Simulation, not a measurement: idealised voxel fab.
A process module follows: voxel released beams.
It is cross-section cut that appears here, measuring 200 nm in width, its square cells being 5 nm in size.
Each cross-section below is a grid of square cells, stated as bands in top-down order, with one or more rows of cells making up each band. First you get the band's top height and its bottom height, in nm, and then the materials it's made of, left to right, with each width in nm. If you see a single material with "throughout", that one covers the band edge to edge. "air" is empty space. Convention: height 0 is the level below which the wafer, as received, is all one material. The lowest band does not terminate at the bottom but continues downward, represented as "top 0, no bottom". A width such as "30..40" changes by the same amount from each row of cells to the next, from the band's top row to its bottom row. What does "left unchanged" mean for a step? It means no cell of the cross-section changed in that step. Under "Closed cavity list" you'll find the enclosed gaps, the ones with no way out to the top, that are 8 cells or bigger; each reads width x height at distance, with distance counted from the left edge, everything in nm. after a step's settings: what the simulator itself notes on the step. Steps that use a mask can have "overlay nm" on their line. It says how far the mask sat to the right of where it was meant to be. Negative means to the left.
### This section lists the process steps that were planned
step 1: RECEIVE, material Si
step 2: CONFORMAL_DEP, material SiN, thk nm 5
step 3: DIRECTIONAL_DEP, material SiO2, thk nm 20
step 4: MASKED_ETCH, tone open, mask id ANCHOR, width nm 35, etch materials SiO2, depth nm 20, overlay nm 0
step 5: CONFORMAL_DEP, material TiN, thk nm 15
step 6: DIRECTIONAL_DEP, material aC, thk nm 15
step 7: PATTERN, tone cover, mask id BEAM, material resist, width nm 90, thk nm 30, overlay nm 0
step 8: DIRECTIONAL_ETCH, etch materials aC, depth nm 15
step 9: STRIP, etch materials resist
step 10: DIRECTIONAL_ETCH, etch materials TiN, depth nm 15
step 11: STRIP, etch materials aC
step 12: STRIP, etch materials SiO2
### First wafer out of two, processed as planned
### Step 1 complete: cross-section of the wafer as received
	top 0, no bottom: Si throughout
	Closed cavity list: none
### Step 2 complete: cross-section through the wafer
	top 5, bottom 0: SiN throughout
	Below a height of 0, the structure has not been altered.
### Step 3 complete: cross-section through the wafer
	top 25, bottom 5: SiO2 throughout
	Below a height of 5, the structure has not been altered.
### Step 4 complete: cross-section through the wafer
	top 25, bottom 5: SiO2 (55) | air (35) | SiO2 (110)
	Below a height of 5, the structure has not been altered.
### Step 5 complete: cross-section through the wafer
	top 40, bottom 25: TiN (70) | air (5) | TiN (125)
	top 25, bottom 20: SiO2 (55) | TiN (15) | air (5) | TiN (15) | SiO2 (110)
	top 20, bottom 5: SiO2 (55) | TiN (35) | SiO2 (110)
	Below a height of 5, the structure has not been altered.
### Step 6 complete: cross-section through the wafer
	top 55, bottom 40: aC (70) | air (5) | aC (125)
	top 40, bottom 35: TiN (70) | air (5) | TiN (125)
	top 35, bottom 25: TiN (70) | aC (5) | TiN (125)
	top 25, bottom 20: SiO2 (55) | TiN (15) | aC (5) | TiN (15) | SiO2 (110)
	Below a height of 20, the structure has not been altered.
### Step 7 complete: cross-section through the wafer
	top 85, bottom 55: air (50) | resist (90) | air (60)
	top 55, bottom 40: aC (70) | resist (5) | aC (125)
	top 40, bottom 35: TiN (70) | resist (5) | TiN (125)
	Below a height of 35, the structure has not been altered.
### Step 8 complete: cross-section through the wafer
	top 70, bottom 55: air (50) | resist (90) | air (60)
	top 55, bottom 40: air (50) | aC (20) | resist (5) | aC (65) | air (60)
	Below a height of 40, the structure has not been altered.
### Step 9 complete: cross-section through the wafer
	top 55, bottom 40: air (50) | aC (20) | air (5) | aC (65) | air (60)
	top 40, bottom 35: TiN (70) | air (5) | TiN (125)
	Below a height of 35, the structure has not been altered.
### Step 10 complete: cross-section through the wafer
	top 55, bottom 40: air (50) | aC (20) | air (5) | aC (65) | air (60)
	top 40, bottom 35: air (50) | TiN (20) | air (5) | TiN (65) | air (60)
	top 35, bottom 25: air (50) | TiN (20) | aC (5) | TiN (65) | air (60)
	Below a height of 25, the structure has not been altered.
### Step 11 complete: cross-section through the wafer
	top 40, bottom 25: air (50) | TiN (20) | air (5) | TiN (65) | air (60)
	top 25, bottom 20: SiO2 (55) | TiN (15) | air (5) | TiN (15) | SiO2 (110)
	Below a height of 20, the structure has not been altered.
### Step 12 complete: cross-section through the wafer
	top 40, bottom 25: air (50) | TiN (20) | air (5) | TiN (65) | air (60)
	top 25, bottom 20: air (55) | TiN (15) | air (5) | TiN (15) | air (110)
	top 20, bottom 5: air (55) | TiN (35) | air (110)
	Below a height of 5, the structure has not been altered.
### Wafer two: like wafer one in start and plan, but with one mistake in execution; identical up to and including step 4
### Second wafer, cut view, end of step 5 per plan
	top 55, bottom 25: TiN throughout
	top 25, bottom 5: SiO2 (55) | TiN (35) | SiO2 (110)
	Below a height of 5, the structure has not been altered.
### Second wafer, cut view, end of step 6 per plan
	top 70, bottom 55: aC throughout
	Below a height of 55, the structure has not been altered.
### Second wafer, cut view, end of step 7 per plan
	top 100, bottom 70: air (50) | resist (90) | air (60)
	Below a height of 70, the structure has not been altered.
### Second wafer, cut view, end of step 8 per plan
	top 85, bottom 70: air (50) | resist (90) | air (60)
	top 70, bottom 55: air (50) | aC (90) | air (60)
	Below a height of 55, the structure has not been altered.
### Second wafer, cut view, end of step 9 per plan
	top 70, bottom 55: air (50) | aC (90) | air (60)
	Below a height of 55, the structure has not been altered.
### Second wafer, cut view, end of step 10 per plan
	top 70, bottom 55: air (50) | aC (90) | air (60)
	top 55, bottom 40: air (50) | TiN (90) | air (60)
	Below a height of 40, the structure has not been altered.
### Second wafer, cut view, end of step 11 per plan
	top 55, bottom 40: air (50) | TiN (90) | air (60)
	Below a height of 40, the structure has not been altered.
Second wafer, cut view, end of step 12 per plan: left unchanged
Error vs. plan: in the plan, step 5 was performed twice
Wrapping up, a cell-based count of both wafers puts the second over or under the first for these materials: +132 SiO2 | +124 TiN
